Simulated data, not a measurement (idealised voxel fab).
The name of this process module is voxel ribs on slabs.
The cross-section on display is named cut; it measures 140 nm wide, and its cells are 5 nm squares.
The cross-sections in this document take the form of a grid made of square cells. They are written out as bands, in order from top to bottom. Each band consists of one or more rows of cells. Look at the band entry: it leads with the top's height and the bottom's height in nm. Then it lists the materials left to right, with a width in nm for each. The word "throughout" on a single material says that material fills the band edge to edge. The word "empty" is empty space. The reference from which all heights are counted is 0, the level beneath which the as-received wafer is entirely one material; the lowest band, having no lower bound, proceeds downward and is written after the example "0 -> down". Note: "30..40" means the width goes from the first number (top row of the band) to the second number (bottom row) in equal steps per row of cells. "no change occurred" (step): cross-section cells unchanged, all of them. Reported under the label "Voids, enclosed" are the empty spaces having no open way to the top and comprising 8 cells or more; the notation for each is width x height at distance, in which the distance is measured from the left edge and all three values are in nm. Whatever follows a step's settings on its line is a remark the simulator itself makes about that step. "overlay nm", when on a step's line for a step with a mask, measures how far to the right of its planned place the mask lay; a negative measure means to the left.
Process steps (planned)
1,RECEIVE, material Si
2,DIRECTIONAL_DEP, material SiO2, thk nm 30
3,DIRECTIONAL_DEP, material SiN, thk nm 20
4,DIRECTIONAL_DEP, material aC, thk nm 15
5,PATTERN, tone cover, mask id RIB, material resist, width nm 20, thk nm 35, overlay nm 0
6,DIRECTIONAL_ETCH, etch materials aC, depth nm 15
7,STRIP, etch materials resist
8,DIRECTIONAL_ETCH, etch materials SiN, depth nm 10
9,STRIP, etch materials aC
10,DIRECTIONAL_DEP, material aC, thk nm 15
11,PATTERN, tone cover, mask id SLAB, material resist, width nm 50, thk nm 35, overlay nm 0
12,DIRECTIONAL_ETCH, etch materials aC, depth nm 15
13,STRIP, etch materials resist
14,DIRECTIONAL_ETCH, etch materials SiN, depth nm 10
15,STRIP, etch materials aC
16,FILL_DEP, material SiO2, thk nm 25
17,CMP, height nm 65
18,DIRECTIONAL_DEP, material TiN, thk nm 5
19,DIRECTIONAL_DEP, material aC, thk nm 10
20,PATTERN, tone cover, mask id HEATER, material resist, width nm 30, thk nm 25, overlay nm 0
21,DIRECTIONAL_ETCH, etch materials aC, depth nm 10
22,STRIP, etch materials resist
23,DIRECTIONAL_ETCH, etch materials TiN, depth nm 5
24,STRIP, etch materials aC
25,CONFORMAL_DEP, material SiN, thk nm 10
Below: the first of two wafers, run as planned
The cross-section here shows the wafer as received, i.e. in its state after step 1
> 0 -> down | Si throughout
> Voids, enclosed: none
Cross-section through the wafer, step 2 finished
> 30 -> 0 | SiO2 throughout
> Under the height 0 nothing was changed.
Cross-section through the wafer, step 3 finished
> 50 -> 30 | SiN throughout
> Under the height 30 nothing was changed.
Cross-section through the wafer, step 4 finished
> 65 -> 50 | aC throughout
> Under the height 50 nothing was changed.
Cross-section through the wafer, step 5 finished
> 100 -> 65 | empty (60); resist (20); empty (60)
> Under the height 65 nothing was changed.
Cross-section through the wafer, step 6 finished
> 85 -> 65 | empty (60); resist (20); empty (60)
> 65 -> 50 | empty (60); aC (20); empty (60)
> Under the height 50 nothing was changed.
Cross-section through the wafer, step 7 finished
> 65 -> 50 | empty (60); aC (20); empty (60)
> Under the height 50 nothing was changed.
Cross-section through the wafer, step 8 finished
> 65 -> 50 | empty (60); aC (20); empty (60)
> 50 -> 40 | empty (60); SiN (20); empty (60)
> Under the height 40 nothing was changed.
Cross-section through the wafer, step 9 finished
> 50 -> 40 | empty (60); SiN (20); empty (60)
> Under the height 40 nothing was changed.
Cross-section through the wafer, step 10 finished
> 65 -> 55 | empty (60); aC (20); empty (60)
> 55 -> 50 | aC throughout
> 50 -> 40 | aC (60); SiN (20); aC (60)
> Under the height 40 nothing was changed.
Cross-section through the wafer, step 11 finished
> 100 -> 65 | empty (45); resist (50); empty (45)
> 65 -> 55 | empty (45); resist (15); aC (20); resist (15); empty (45)
> Under the height 55 nothing was changed.
Cross-section through the wafer, step 12 finished
> 85 -> 65 | empty (45); resist (50); empty (45)
> 65 -> 55 | empty (45); resist (15); aC (20); resist (15); empty (45)
> 55 -> 50 | empty (45); aC (50); empty (45)
> 50 -> 40 | empty (45); aC (15); SiN (20); aC (15); empty (45)
> Under the height 40 nothing was changed.
Cross-section through the wafer, step 13 finished
> 65 -> 55 | empty (60); aC (20); empty (60)
> Under the height 55 nothing was changed.
Cross-section through the wafer, step 14 finished
> 65 -> 55 | empty (60); aC (20); empty (60)
> 55 -> 50 | empty (45); aC (50); empty (45)
> 50 -> 40 | empty (45); aC (15); SiN (20); aC (15); empty (45)
> 40 -> 30 | empty (45); SiN (50); empty (45)
> Under the height 30 nothing was changed.
Cross-section through the wafer, step 15 finished
> 50 -> 40 | empty (60); SiN (20); empty (60)
> Under the height 40 nothing was changed.
Cross-section through the wafer, step 16 finished
> 75 -> 50 | SiO2 throughout
> 50 -> 40 | SiO2 (60); SiN (20); SiO2 (60)
> 40 -> 30 | SiO2 (45); SiN (50); SiO2 (45)
> Under the height 30 nothing was changed.
Cross-section through the wafer, step 17 finished
> 65 -> 50 | SiO2 throughout
> Under the height 50 nothing was changed.
Cross-section through the wafer, step 18 finished
> 70 -> 65 | TiN throughout
> Under the height 65 nothing was changed.
Cross-section through the wafer, step 19 finished
> 80 -> 70 | aC throughout
> Under the height 70 nothing was changed.
Cross-section through the wafer, step 20 finished
> 105 -> 80 | empty (55); resist (30); empty (55)
> Under the height 80 nothing was changed.
Cross-section through the wafer, step 21 finished
> 95 -> 80 | empty (55); resist (30); empty (55)
> 80 -> 70 | empty (55); aC (30); empty (55)
> Under the height 70 nothing was changed.
Cross-section through the wafer, step 22 finished
> 80 -> 70 | empty (55); aC (30); empty (55)
> Under the height 70 nothing was changed.
Cross-section through the wafer, step 23 finished
> 80 -> 70 | empty (55); aC (30); empty (55)
> 70 -> 65 | empty (55); TiN (30); empty (55)
> Under the height 65 nothing was changed.
Cross-section through the wafer, step 24 finished
> 70 -> 65 | empty (55); TiN (30); empty (55)
> Under the height 65 nothing was changed.
Cross-section through the wafer, step 25 finished
> 80 -> 75 | empty (45); SiN (50); empty (45)
> 75 -> 70 | SiN throughout
> 70 -> 65 | SiN (55); TiN (30); SiN (55)
> Under the height 65 nothing was changed.
What follows concerns the second wafer, which started out like the first and was meant to follow the very same plan; one mistake crept in when it was run, but everything up to and including step 1 is the same as for the first wafer
Second wafer: cross-section at the scheduled end of step 2
> 20 -> 0 | SiN throughout
> Under the height 0 nothing was changed.
Second wafer: cross-section at the scheduled end of step 3
> 50 -> 20 | SiO2 throughout
> Under the height 20 nothing was changed.
Second wafer: cross-section at the scheduled end of step 4
> 65 -> 50 | aC throughout
> Under the height 50 nothing was changed.
Second wafer: cross-section at the scheduled end of step 5
> 100 -> 65 | empty (60); resist (20); empty (60)
> Under the height 65 nothing was changed.
Second wafer: cross-section at the scheduled end of step 6
> 85 -> 65 | empty (60); resist (20); empty (60)
> 65 -> 50 | empty (60); aC (20); empty (60)
> Under the height 50 nothing was changed.
Second wafer: cross-section at the scheduled end of step 7
> 65 -> 50 | empty (60); aC (20); empty (60)
> Under the height 50 nothing was changed.
Second wafer: cross-section at the scheduled end of step 8: no change occurred
Second wafer: cross-section at the scheduled end of step 9
> 50 -> 20 | SiO2 throughout
> Under the height 20 nothing was changed.
Second wafer: cross-section at the scheduled end of step 10
> 65 -> 50 | aC throughout
> Under the height 50 nothing was changed.
Second wafer: cross-section at the scheduled end of step 11
> 100 -> 65 | empty (45); resist (50); empty (45)
> Under the height 65 nothing was changed.
Second wafer: cross-section at the scheduled end of step 12
> 85 -> 65 | empty (45); resist (50); empty (45)
> 65 -> 50 | empty (45); aC (50); empty (45)
> Under the height 50 nothing was changed.
Second wafer: cross-section at the scheduled end of step 13
> 65 -> 50 | empty (45); aC (50); empty (45)
> Under the height 50 nothing was changed.
Second wafer: cross-section at the scheduled end of step 14: no change occurred
Second wafer: cross-section at the scheduled end of step 15
> 50 -> 20 | SiO2 throughout
> Under the height 20 nothing was changed.
Second wafer: cross-section at the scheduled end of step 16
> 75 -> 20 | SiO2 throughout
> Under the height 20 nothing was changed.
Second wafer: cross-section at the scheduled end of step 17
> 65 -> 20 | SiO2 throughout
> Under the height 20 nothing was changed.
Second wafer: cross-section at the scheduled end of step 18
> 70 -> 65 | TiN throughout
> Under the height 65 nothing was changed.
Second wafer: cross-section at the scheduled end of step 19
> 80 -> 70 | aC throughout
> Under the height 70 nothing was changed.
Second wafer: cross-section at the scheduled end of step 20
> 105 -> 80 | empty (55); resist (30); empty (55)
> Under the height 80 nothing was changed.
Second wafer: cross-section at the scheduled end of step 21
> 95 -> 80 | empty (55); resist (30); empty (55)
> 80 -> 70 | empty (55); aC (30); empty (55)
> Under the height 70 nothing was changed.
Second wafer: cross-section at the scheduled end of step 22
> 80 -> 70 | empty (55); aC (30); empty (55)
> Under the height 70 nothing was changed.
Second wafer: cross-section at the scheduled end of step 23
> 80 -> 70 | empty (55); aC (30); empty (55)
> 70 -> 65 | empty (55); TiN (30); empty (55)
> Under the height 65 nothing was changed.
Second wafer: cross-section at the scheduled end of step 24
> 70 -> 65 | empty (55); TiN (30); empty (55)
> Under the height 65 nothing was changed.
Second wafer: cross-section at the scheduled end of step 25
> 80 -> 75 | empty (45); SiN (50); empty (45)
> 75 -> 70 | SiN throughout
> 70 -> 65 | SiN (55); TiN (30); SiN (55)
> Under the height 65 nothing was changed.
So what did we get wrong on this run? note: step 2 <-> step 3, run order reversed vs plan
Once processing is complete, comparing cell counts shows that the second wafer has more or fewer of certain materials than the first: +84 SiN | -84 SiO2
